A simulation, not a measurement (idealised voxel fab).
The following process module bears the name voxel wiring stack.
Displayed cross-section: cut, width of 215 nm, square cells sized 5 nm.
In what follows, cross-sections appear as grids of square cells, described through bands that run from the top down, where every band is one or more rows of cells. First you get the band's top height and its bottom height, in nm, and then the materials it's made of, left to right, with each width in nm. If you see a single material with "everywhere", that one covers the band edge to edge. "air" is empty space. Beneath 0, the wafer as received is one material, and that level is where height counting begins. The lowest band goes on downward without a bottom; it is written like "0 nm and below". Read "30 to 40" as a graded width: first number on top, second number at the bottom, same change between each pair of neighbouring rows. Basically "changes: none" means that step didn't change any cell in the cross-section. "Sealed cavities": empty spaces of 8 cells or more with no open way to the top, each given as width x height at distance, distance from the left edge, all in nm. What comes after the settings on a step's line is commentary from the simulator itself on that step. Among the settings permitted on a step's line is "overlay nm"; applied to a step with a mask, it specifies the extent to which the mask lay to the right of its planned position, whereas a negative figure signifies a position to the left.
The steps planned for the process are as follows
1 RECEIVE | material Si
2 CONFORMAL_DEP | material SiO2 | thk nm 15
3 DIRECTIONAL_DEP | material TiN | thk nm 5
4 DIRECTIONAL_DEP | material Ru | thk nm 20
5 DIRECTIONAL_DEP | material aC | thk nm 10
6 PATTERN | tone cover | mask id METAL_1 | material resist | width nm 25 | pitch nm 50 | thk nm 30 | overlay nm 0
7 DIRECTIONAL_ETCH | etch materials aC | depth nm 10
8 STRIP | etch materials resist
9 DIRECTIONAL_ETCH | etch materials Ru | depth nm 20
10 DIRECTIONAL_ETCH | etch materials TiN | depth nm 5
11 STRIP | etch materials aC
12 FILL_DEP | material SiO2 | thk nm 10
13 CMP | height nm 40
14 CONFORMAL_DEP | material SiCN | thk nm 5
15 DIRECTIONAL_DEP | material SiO2 | thk nm 20
16 MASKED_ETCH | tone open | mask id PLUG_1 | width nm 15 | pitch nm 50 | etch materials SiO2 | depth nm 20 | overlay nm 0
17 MASKED_ETCH | tone open | mask id PLUG_1 | width nm 15 | pitch nm 50 | etch materials SiCN | depth nm 5 | overlay nm 0
18 EPI | material Ru | thk nm 10
19 EPI | material Ru | thk nm 10
20 EPI | material Ru | thk nm 5
21 DIRECTIONAL_DEP | material TiN | thk nm 5
22 DIRECTIONAL_DEP | material Ru | thk nm 15
23 DIRECTIONAL_DEP | material aC | thk nm 10
24 PATTERN | tone cover | mask id METAL_2 | material resist | width nm 25 | pitch nm 50 | thk nm 30 | overlay nm 0
25 DIRECTIONAL_ETCH | etch materials aC | depth nm 10
26 STRIP | etch materials resist
27 DIRECTIONAL_ETCH | etch materials Ru | depth nm 15
28 DIRECTIONAL_ETCH | etch materials TiN | depth nm 5
29 STRIP | etch materials aC
30 FILL_DEP | material SiO2 | thk nm 5
31 CMP | height nm 85
32 CONFORMAL_DEP | material SiCN | thk nm 5
33 DIRECTIONAL_DEP | material lowk | thk nm 10
34 MASKED_ETCH | tone open | mask id PLUG_2 | width nm 15 | pitch nm 50 | etch materials lowk | depth nm 10 | overlay nm 0
35 MASKED_ETCH | tone open | mask id PLUG_2 | width nm 15 | pitch nm 50 | etch materials SiCN | depth nm 5 | overlay nm 0
36 CONFORMAL_DEP | material TiN | thk nm 5
37 FILL_DEP | material W | thk nm 5
38 CMP | height nm 100
39 CONFORMAL_DEP | material SiN | thk nm 5
40 DIRECTIONAL_DEP | material SiO2 | thk nm 25
41 PATTERN | tone open | mask id METAL_3 | material resist | width nm 25 | pitch nm 50 | thk nm 20 | overlay nm 0
42 DIRECTIONAL_ETCH | etch materials SiO2 | depth nm 25
43 DIRECTIONAL_ETCH | etch materials SiN | depth nm 5
44 STRIP | etch materials resist
45 CONFORMAL_DEP | material TiN | thk nm 5
46 FILL_DEP | material Cu | thk nm 5
47 CMP | height nm 130
48 CONFORMAL_DEP | material SiCN | thk nm 5
49 DIRECTIONAL_DEP | material SiO2 | thk nm 20
50 MASKED_ETCH | tone open | mask id PLUG_3 | width nm 15 | etch materials SiO2 | depth nm 20 | overlay nm 0
51 MASKED_ETCH | tone open | mask id PLUG_3 | width nm 15 | etch materials SiCN | depth nm 5 | overlay nm 0
52 EPI | material Ru | thk nm 10
53 EPI | material Ru | thk nm 10
54 EPI | material Ru | thk nm 5
55 CONFORMAL_DEP | material SiCN | thk nm 5
56 DIRECTIONAL_DEP | material lowk | thk nm 25
57 MASKED_ETCH | tone open | mask id METAL_4 | width nm 25 | pitch nm 50 | etch materials lowk | depth nm 25 | overlay nm 0
58 MASKED_ETCH | tone open | mask id METAL_4 | width nm 25 | pitch nm 50 | etch materials SiCN | depth nm 5 | overlay nm 0
59 CONFORMAL_DEP | material TiN | thk nm 5
60 FILL_DEP | material Cu | thk nm 10
61 CMP | height nm 185
62 CONFORMAL_DEP | material SiN | thk nm 5
Below: the first of two wafers, run as planned
Cross-section of the incoming wafer, state after step 1
  0 nm and below  Si everywhere
  Sealed cavities: none
Take a look at the wafer's cross-section after step 2
  15 nm to 0 nm  SiO2 everywhere
  Everything under 0 stays put, no change at all.
Take a look at the wafer's cross-section after step 3
  20 nm to 15 nm  TiN everywhere
  Everything under 15 stays put, no change at all.
Take a look at the wafer's cross-section after step 4
  40 nm to 20 nm  Ru everywhere
  Everything under 20 stays put, no change at all.
Take a look at the wafer's cross-section after step 5
  50 nm to 40 nm  aC everywhere
  Everything under 40 stays put, no change at all.
Take a look at the wafer's cross-section after step 6
  80 nm to 50 nm  70 nm air; 25 nm resist; 25 nm air; 25 nm resist; 70 nm air
  Everything under 50 stays put, no change at all.
Take a look at the wafer's cross-section after step 7
  70 nm to 50 nm  70 nm air; 25 nm resist; 25 nm air; 25 nm resist; 70 nm air
  50 nm to 40 nm  70 nm air; 25 nm aC; 25 nm air; 25 nm aC; 70 nm air
  Everything under 40 stays put, no change at all.
Take a look at the wafer's cross-section after step 8
  50 nm to 40 nm  70 nm air; 25 nm aC; 25 nm air; 25 nm aC; 70 nm air
  Everything under 40 stays put, no change at all.
Take a look at the wafer's cross-section after step 9
  50 nm to 40 nm  70 nm air; 25 nm aC; 25 nm air; 25 nm aC; 70 nm air
  40 nm to 20 nm  70 nm air; 25 nm Ru; 25 nm air; 25 nm Ru; 70 nm air
  Everything under 20 stays put, no change at all.
Take a look at the wafer's cross-section after step 10
  50 nm to 40 nm  70 nm air; 25 nm aC; 25 nm air; 25 nm aC; 70 nm air
  40 nm to 20 nm  70 nm air; 25 nm Ru; 25 nm air; 25 nm Ru; 70 nm air
  20 nm to 15 nm  70 nm air; 25 nm TiN; 25 nm air; 25 nm TiN; 70 nm air
  Everything under 15 stays put, no change at all.
Take a look at the wafer's cross-section after step 11
  40 nm to 20 nm  70 nm air; 25 nm Ru; 25 nm air; 25 nm Ru; 70 nm air
  Everything under 20 stays put, no change at all.
Take a look at the wafer's cross-section after step 12
  50 nm to 40 nm  SiO2 everywhere
  40 nm to 20 nm  70 nm SiO2; 25 nm Ru; 25 nm SiO2; 25 nm Ru; 70 nm SiO2
  20 nm to 15 nm  70 nm SiO2; 25 nm TiN; 25 nm SiO2; 25 nm TiN; 70 nm SiO2
  Everything under 15 stays put, no change at all.
Take a look at the wafer's cross-section after step 13
  40 nm to 20 nm  70 nm SiO2; 25 nm Ru; 25 nm SiO2; 25 nm Ru; 70 nm SiO2
  Everything under 20 stays put, no change at all.
Take a look at the wafer's cross-section after step 14
  45 nm to 40 nm  SiCN everywhere
  Everything under 40 stays put, no change at all.
Take a look at the wafer's cross-section after step 15
  65 nm to 45 nm  SiO2 everywhere
  Everything under 45 stays put, no change at all.
Take a look at the wafer's cross-section after step 16
  65 nm to 45 nm  70 nm SiO2; 15 nm air; 35 nm SiO2; 15 nm air; 80 nm SiO2
  Everything under 45 stays put, no change at all.
Take a look at the wafer's cross-section after step 17
  65 nm to 45 nm  70 nm SiO2; 15 nm air; 35 nm SiO2; 15 nm air; 80 nm SiO2
  45 nm to 40 nm  70 nm SiCN; 15 nm air; 35 nm SiCN; 15 nm air; 80 nm SiCN
  Everything under 40 stays put, no change at all.
Take a look at the wafer's cross-section after step 18
  65 nm to 50 nm  70 nm SiO2; 15 nm air; 35 nm SiO2; 15 nm air; 80 nm SiO2
  50 nm to 45 nm  70 nm SiO2; 15 nm Ru; 35 nm SiO2; 15 nm Ru; 80 nm SiO2
  45 nm to 40 nm  70 nm SiCN; 15 nm Ru; 35 nm SiCN; 15 nm Ru; 80 nm SiCN
  Everything under 40 stays put, no change at all.
Take a look at the wafer's cross-section after step 19
  65 nm to 60 nm  70 nm SiO2; 15 nm air; 35 nm SiO2; 15 nm air; 80 nm SiO2
  60 nm to 45 nm  70 nm SiO2; 15 nm Ru; 35 nm SiO2; 15 nm Ru; 80 nm SiO2
  Everything under 45 stays put, no change at all.
Take a look at the wafer's cross-section after step 20
  65 nm to 45 nm  70 nm SiO2; 15 nm Ru; 35 nm SiO2; 15 nm Ru; 80 nm SiO2
  Everything under 45 stays put, no change at all.
Take a look at the wafer's cross-section after step 21
  70 nm to 65 nm  TiN everywhere
  Everything under 65 stays put, no change at all.
Take a look at the wafer's cross-section after step 22
  85 nm to 70 nm  Ru everywhere
  Everything under 70 stays put, no change at all.
Take a look at the wafer's cross-section after step 23
  95 nm to 85 nm  aC everywhere
  Everything under 85 stays put, no change at all.
Take a look at the wafer's cross-section after step 24
  125 nm to 95 nm  70 nm air; 25 nm resist; 25 nm air; 25 nm resist; 70 nm air
  Everything under 95 stays put, no change at all.
Take a look at the wafer's cross-section after step 25
  115 nm to 95 nm  70 nm air; 25 nm resist; 25 nm air; 25 nm resist; 70 nm air
  95 nm to 85 nm  70 nm air; 25 nm aC; 25 nm air; 25 nm aC; 70 nm air
  Everything under 85 stays put, no change at all.
Take a look at the wafer's cross-section after step 26
  95 nm to 85 nm  70 nm air; 25 nm aC; 25 nm air; 25 nm aC; 70 nm air
  Everything under 85 stays put, no change at all.
Take a look at the wafer's cross-section after step 27
  95 nm to 85 nm  70 nm air; 25 nm aC; 25 nm air; 25 nm aC; 70 nm air
  85 nm to 70 nm  70 nm air; 25 nm Ru; 25 nm air; 25 nm Ru; 70 nm air
  Everything under 70 stays put, no change at all.
Take a look at the wafer's cross-section after step 28
  95 nm to 85 nm  70 nm air; 25 nm aC; 25 nm air; 25 nm aC; 70 nm air
  85 nm to 70 nm  70 nm air; 25 nm Ru; 25 nm air; 25 nm Ru; 70 nm air
  70 nm to 65 nm  70 nm air; 25 nm TiN; 25 nm air; 25 nm TiN; 70 nm air
  Everything under 65 stays put, no change at all.
Take a look at the wafer's cross-section after step 29
  85 nm to 70 nm  70 nm air; 25 nm Ru; 25 nm air; 25 nm Ru; 70 nm air
  Everything under 70 stays put, no change at all.
Take a look at the wafer's cross-section after step 30
  90 nm to 85 nm  SiO2 everywhere
  85 nm to 70 nm  70 nm SiO2; 25 nm Ru; 25 nm SiO2; 25 nm Ru; 70 nm SiO2
  70 nm to 65 nm  70 nm SiO2; 25 nm TiN; 25 nm SiO2; 25 nm TiN; 70 nm SiO2
  Everything under 65 stays put, no change at all.
Take a look at the wafer's cross-section after step 31
  85 nm to 70 nm  70 nm SiO2; 25 nm Ru; 25 nm SiO2; 25 nm Ru; 70 nm SiO2
  Everything under 70 stays put, no change at all.
Take a look at the wafer's cross-section after step 32
  90 nm to 85 nm  SiCN everywhere
  Everything under 85 stays put, no change at all.
Take a look at the wafer's cross-section after step 33
  100 nm to 90 nm  lowk everywhere
  Everything under 90 stays put, no change at all.
Take a look at the wafer's cross-section after step 34
  100 nm to 90 nm  70 nm lowk; 15 nm air; 35 nm lowk; 15 nm air; 80 nm lowk
  Everything under 90 stays put, no change at all.
Take a look at the wafer's cross-section after step 35
  100 nm to 90 nm  70 nm lowk; 15 nm air; 35 nm lowk; 15 nm air; 80 nm lowk
  90 nm to 85 nm  70 nm SiCN; 15 nm air; 35 nm SiCN; 15 nm air; 80 nm SiCN
  Everything under 85 stays put, no change at all.
Take a look at the wafer's cross-section after step 36
  105 nm to 100 nm  75 nm TiN; 5 nm air; 45 nm TiN; 5 nm air; 85 nm TiN
  100 nm to 90 nm  70 nm lowk; 5 nm TiN; 5 nm air; 5 nm TiN; 35 nm lowk; 5 nm TiN; 5 nm air; 5 nm TiN; 80 nm lowk
  90 nm to 85 nm  70 nm SiCN; 15 nm TiN; 35 nm SiCN; 15 nm TiN; 80 nm SiCN
  Everything under 85 stays put, no change at all.
Take a look at the wafer's cross-section after step 37
  110 nm to 105 nm  W everywhere
  105 nm to 100 nm  75 nm TiN; 5 nm W; 45 nm TiN; 5 nm W; 85 nm TiN
  100 nm to 90 nm  70 nm lowk; 5 nm TiN; 5 nm W; 5 nm TiN; 35 nm lowk; 5 nm TiN; 5 nm W; 5 nm TiN; 80 nm lowk
  Everything under 90 stays put, no change at all.
Take a look at the wafer's cross-section after step 38
  100 nm to 90 nm  70 nm lowk; 5 nm TiN; 5 nm W; 5 nm TiN; 35 nm lowk; 5 nm TiN; 5 nm W; 5 nm TiN; 80 nm lowk
  Everything under 90 stays put, no change at all.
Take a look at the wafer's cross-section after step 39
  105 nm to 100 nm  SiN everywhere
  Everything under 100 stays put, no change at all.
Take a look at the wafer's cross-section after step 40
  130 nm to 105 nm  SiO2 everywhere
  Everything under 105 stays put, no change at all.
Take a look at the wafer's cross-section after step 41
  150 nm to 130 nm  70 nm resist; 25 nm air; 25 nm resist; 25 nm air; 70 nm resist
  Everything under 130 stays put, no change at all.
Take a look at the wafer's cross-section after step 42
  150 nm to 130 nm  70 nm resist; 25 nm air; 25 nm resist; 25 nm air; 70 nm resist
  130 nm to 105 nm  70 nm SiO2; 25 nm air; 25 nm SiO2; 25 nm air; 70 nm SiO2
  Everything under 105 stays put, no change at all.
Take a look at the wafer's cross-section after step 43
  150 nm to 130 nm  70 nm resist; 25 nm air; 25 nm resist; 25 nm air; 70 nm resist
  130 nm to 105 nm  70 nm SiO2; 25 nm air; 25 nm SiO2; 25 nm air; 70 nm SiO2
  105 nm to 100 nm  70 nm SiN; 25 nm air; 25 nm SiN; 25 nm air; 70 nm SiN
  Everything under 100 stays put, no change at all.
Take a look at the wafer's cross-section after step 44
  130 nm to 105 nm  70 nm SiO2; 25 nm air; 25 nm SiO2; 25 nm air; 70 nm SiO2
  Everything under 105 stays put, no change at all.
Take a look at the wafer's cross-section after step 45
  135 nm to 130 nm  75 nm TiN; 15 nm air; 35 nm TiN; 15 nm air; 75 nm TiN
  130 nm to 105 nm  70 nm SiO2; 5 nm TiN; 15 nm air; 5 nm TiN; 25 nm SiO2; 5 nm TiN; 15 nm air; 5 nm TiN; 70 nm SiO2
  105 nm to 100 nm  70 nm SiN; 25 nm TiN; 25 nm SiN; 25 nm TiN; 70 nm SiN
  Everything under 100 stays put, no change at all.
Take a look at the wafer's cross-section after step 46
  140 nm to 135 nm  Cu everywhere
  135 nm to 130 nm  75 nm TiN; 15 nm Cu; 35 nm TiN; 15 nm Cu; 75 nm TiN
  130 nm to 105 nm  70 nm SiO2; 5 nm TiN; 15 nm Cu; 5 nm TiN; 25 nm SiO2; 5 nm TiN; 15 nm Cu; 5 nm TiN; 70 nm SiO2
  Everything under 105 stays put, no change at all.
Take a look at the wafer's cross-section after step 47
  130 nm to 105 nm  70 nm SiO2; 5 nm TiN; 15 nm Cu; 5 nm TiN; 25 nm SiO2; 5 nm TiN; 15 nm Cu; 5 nm TiN; 70 nm SiO2
  Everything under 105 stays put, no change at all.
Take a look at the wafer's cross-section after step 48
  135 nm to 130 nm  SiCN everywhere
  Everything under 130 stays put, no change at all.
Take a look at the wafer's cross-section after step 49
  155 nm to 135 nm  SiO2 everywhere
  Everything under 135 stays put, no change at all.
Take a look at the wafer's cross-section after step 50
  155 nm to 135 nm  70 nm SiO2; 15 nm air; 130 nm SiO2
  Everything under 135 stays put, no change at all.
Take a look at the wafer's cross-section after step 51
  155 nm to 135 nm  70 nm SiO2; 15 nm air; 130 nm SiO2
  135 nm to 130 nm  70 nm SiCN; 15 nm air; 130 nm SiCN
  Everything under 130 stays put, no change at all.
Take a look at the wafer's cross-section after step 52
  155 nm to 140 nm  70 nm SiO2; 15 nm air; 130 nm SiO2
  140 nm to 135 nm  70 nm SiO2; 15 nm Ru; 130 nm SiO2
  135 nm to 130 nm  70 nm SiCN; 15 nm Ru; 130 nm SiCN
  Everything under 130 stays put, no change at all.
Take a look at the wafer's cross-section after step 53
  155 nm to 150 nm  70 nm SiO2; 15 nm air; 130 nm SiO2
  150 nm to 135 nm  70 nm SiO2; 15 nm Ru; 130 nm SiO2
  Everything under 135 stays put, no change at all.
Take a look at the wafer's cross-section after step 54
  155 nm to 135 nm  70 nm SiO2; 15 nm Ru; 130 nm SiO2
  Everything under 135 stays put, no change at all.
Take a look at the wafer's cross-section after step 55
  160 nm to 155 nm  SiCN everywhere
  Everything under 155 stays put, no change at all.
Take a look at the wafer's cross-section after step 56
  185 nm to 160 nm  lowk everywhere
  Everything under 160 stays put, no change at all.
Take a look at the wafer's cross-section after step 57
  185 nm to 160 nm  70 nm lowk; 25 nm air; 25 nm lowk; 25 nm air; 70 nm lowk
  Everything under 160 stays put, no change at all.
Take a look at the wafer's cross-section after step 58
  185 nm to 160 nm  70 nm lowk; 25 nm air; 25 nm lowk; 25 nm air; 70 nm lowk
  160 nm to 155 nm  70 nm SiCN; 25 nm air; 25 nm SiCN; 25 nm air; 70 nm SiCN
  Everything under 155 stays put, no change at all.
Take a look at the wafer's cross-section after step 59
  190 nm to 185 nm  75 nm TiN; 15 nm air; 35 nm TiN; 15 nm air; 75 nm TiN
  185 nm to 160 nm  70 nm lowk; 5 nm TiN; 15 nm air; 5 nm TiN; 25 nm lowk; 5 nm TiN; 15 nm air; 5 nm TiN; 70 nm lowk
  160 nm to 155 nm  70 nm SiCN; 25 nm TiN; 25 nm SiCN; 25 nm TiN; 70 nm SiCN
  Everything under 155 stays put, no change at all.
Take a look at the wafer's cross-section after step 60
  200 nm to 190 nm  Cu everywhere
  190 nm to 185 nm  75 nm TiN; 15 nm Cu; 35 nm TiN; 15 nm Cu; 75 nm TiN
  185 nm to 160 nm  70 nm lowk; 5 nm TiN; 15 nm Cu; 5 nm TiN; 25 nm lowk; 5 nm TiN; 15 nm Cu; 5 nm TiN; 70 nm lowk
  Everything under 160 stays put, no change at all.
Take a look at the wafer's cross-section after step 61
  185 nm to 160 nm  70 nm lowk; 5 nm TiN; 15 nm Cu; 5 nm TiN; 25 nm lowk; 5 nm TiN; 15 nm Cu; 5 nm TiN; 70 nm lowk
  Everything under 160 stays put, no change at all.
Take a look at the wafer's cross-section after step 62
  190 nm to 185 nm  SiN everywhere
  Everything under 185 stays put, no change at all.
Wafer two: like wafer one in start and plan, but with one mistake in execution; identical up to and including step 56
Second wafer profile in section, at the moment step 57 of the plan was meant to be complete
  185 nm to 160 nm  70 nm air; 25 nm lowk; 25 nm air; 25 nm lowk; 70 nm air
  Everything under 160 stays put, no change at all.
Second wafer profile in section, at the moment step 58 of the plan was meant to be complete: changes: none
Second wafer profile in section, at the moment step 59 of the plan was meant to be complete
  190 nm to 185 nm  65 nm air; 35 nm TiN; 15 nm air; 35 nm TiN; 65 nm air
  185 nm to 165 nm  65 nm air; 5 nm TiN; 25 nm lowk; 5 nm TiN; 15 nm air; 5 nm TiN; 25 nm lowk; 5 nm TiN; 65 nm air
  165 nm to 160 nm  70 nm TiN; 25 nm lowk; 25 nm TiN; 25 nm lowk; 70 nm TiN
  Everything under 160 stays put, no change at all.
Second wafer profile in section, at the moment step 60 of the plan was meant to be complete
  200 nm to 190 nm  Cu everywhere
  190 nm to 185 nm  65 nm Cu; 35 nm TiN; 15 nm Cu; 35 nm TiN; 65 nm Cu
  185 nm to 165 nm  65 nm Cu; 5 nm TiN; 25 nm lowk; 5 nm TiN; 15 nm Cu; 5 nm TiN; 25 nm lowk; 5 nm TiN; 65 nm Cu
  Everything under 165 stays put, no change at all.
Second wafer profile in section, at the moment step 61 of the plan was meant to be complete
  185 nm to 165 nm  65 nm Cu; 5 nm TiN; 25 nm lowk; 5 nm TiN; 15 nm Cu; 5 nm TiN; 25 nm lowk; 5 nm TiN; 65 nm Cu
  Everything under 165 stays put, no change at all.
Second wafer profile in section, at the moment step 62 of the plan was meant to be complete
  190 nm to 185 nm  SiN everywhere
  Everything under 185 stays put, no change at all.
In executing the process, a mistake was made relative to the plan: so step 57 ended up running with a different setting than we planned, it ran as MASKED_ETCH | tone cover | mask id METAL_4 | width nm 25 | pitch nm 50 | etch materials lowk | depth nm 25 | overlay nm 0
The second wafer ends with more or fewer cells of some materials than the first, per final count: +86 Cu | +10 SiCN | +19 TiN | -115 lowk
